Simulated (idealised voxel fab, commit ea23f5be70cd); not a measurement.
process module | voxel self aligned vias
cross-section cut | 225 nm wide | cells 5 nm
A cross-section is a grid of square cells, given in bands from the top down. A band is one or more rows of cells.
Each band's line starts with the height of the band's top and of its bottom, in nm. Then come its materials from left to right, each with its width in nm. One material with "throughout" fills the band from edge to edge. "air" is empty space.
Height 0 is the level under which the wafer as received is all one material. The lowest band goes on downwards, as in "0 down".
A width such as "30 to 40" changes by the same amount from each row of cells to the next, from the band's top row to its bottom row.
"no change" after a step means that no cell of the cross-section changed.
closed voids: empty space of 8 cells or more with no open way to the top, each as width x height at its distance from the left edge, in nm
after a step's settings: what the simulator itself notes on the step
overlay nm, on a step with a mask: how far to the right of its planned place the mask lay; to the left if negative
plan
1 op RECEIVE | material Si
2 op CONFORMAL_DEP | material SiO2 | thk nm 15
3 op CONFORMAL_DEP | material SiCN | thk nm 5
4 op DIRECTIONAL_DEP | material SiO2 | thk nm 20
5 op MASKED_ETCH | tone open | mask id LINES | width nm 25 | pitch nm 75 | etch materials SiO2 | depth nm 20 | overlay nm 0
6 op CONFORMAL_DEP | material TiN | thk nm 5
7 op FILL_DEP | material W | thk nm 10
8 op CMP | height nm 40
9 op SELECTIVE_ETCH | etch materials W Ru TiN | depth nm 5
10 op FILL_DEP | material SiN | thk nm 10
11 op CMP | height nm 40
12 op DIRECTIONAL_DEP | material SiO2 | thk nm 15
13 op DIRECTIONAL_DEP | material aC | thk nm 10
14 op PATTERN | tone open | mask id VIAS | material resist | width nm 45 | pitch nm 75 | thk nm 30 | overlay nm -15
15 op DIRECTIONAL_ETCH | etch materials aC | depth nm 10
16 op STRIP | etch materials resist
17 op DIRECTIONAL_ETCH | etch materials SiO2 | depth nm 15
18 op DIRECTIONAL_ETCH | etch materials SiN | depth nm 5
19 op STRIP | etch materials aC
20 op CONFORMAL_DEP | material TiN | thk nm 5
21 op FILL_DEP | material Cu | thk nm 10
22 op CMP | height nm 55
23 op CONFORMAL_DEP | material SiN | thk nm 5
varied across the wafers: overlay nm of step 14. The plan shows the first wafer's value. All wafers start alike
first wafer as received, after step 1
  0 down: Si throughout
  closed voids: none
first wafer at the end, after step 23
  60 to 55: SiN throughout
  55 to 45: SiO2 35 | TiN 5 | Cu 35 | TiN 5 | SiO2 30 | TiN 5 | Cu 35 | TiN 5 | SiO2 70
  45 to 40: SiO2 35 | TiN 30 | Cu 10 | TiN 5 | SiO2 30 | TiN 30 | Cu 10 | TiN 5 | SiO2 70
  40 to 35: SiO2 60 | TiN 20 | SiN 5 | SiO2 50 | TiN 20 | SiN 5 | SiO2 65
  35 to 25: SiO2 60 | TiN 5 | W 15 | TiN 5 | SiO2 50 | TiN 5 | W 15 | TiN 5 | SiO2 65
  25 to 20: SiO2 60 | TiN 25 | SiO2 50 | TiN 25 | SiO2 65
  20 to 15: SiCN throughout
  15 to 0: SiO2 throughout
  0 down: Si throughout
  closed voids: none
last wafer at the end
  60 to 55: SiN throughout
  55 to 45: SiO2 65 | TiN 5 | Cu 35 | TiN 5 | SiO2 30 | TiN 5 | Cu 35 | TiN 5 | SiO2 40
  45 to 40: SiO2 65 | TiN 5 | Cu 10 | TiN 30 | SiO2 30 | TiN 5 | Cu 10 | TiN 30 | SiO2 40
  40 to 35: SiO2 60 | SiN 5 | TiN 20 | SiO2 50 | SiN 5 | TiN 20 | SiO2 65
  35 to 25: SiO2 60 | TiN 5 | W 15 | TiN 5 | SiO2 50 | TiN 5 | W 15 | TiN 5 | SiO2 65
  25 to 20: SiO2 60 | TiN 25 | SiO2 50 | TiN 25 | SiO2 65
  20 to 15: SiCN throughout
  15 to 0: SiO2 throughout
  0 down: Si throughout
  closed voids: none
each wafer at the end: cells of each material gained (+) or lost (-) since it was received, then its closed voids
overlay nm -15 | +32 Cu | +45 SiCN | +47 SiN | +356 SiO2 | +48 TiN | +12 W | closed voids: none
overlay nm -10 | +34 Cu | +45 SiCN | +45 SiN | +356 SiO2 | +48 TiN | +12 W | closed voids: none
overlay nm -5 | +34 Cu | +45 SiCN | +45 SiN | +356 SiO2 | +48 TiN | +12 W | closed voids: none
overlay nm 0 | +34 Cu | +45 SiCN | +45 SiN | +356 SiO2 | +48 TiN | +12 W | closed voids: none
overlay nm 5 | +34 Cu | +45 SiCN | +45 SiN | +356 SiO2 | +48 TiN | +12 W | closed voids: none
overlay nm 10 | +34 Cu | +45 SiCN | +45 SiN | +356 SiO2 | +48 TiN | +12 W | closed voids: none
overlay nm 15 | +32 Cu | +45 SiCN | +47 SiN | +356 SiO2 | +48 TiN | +12 W | closed voids: none
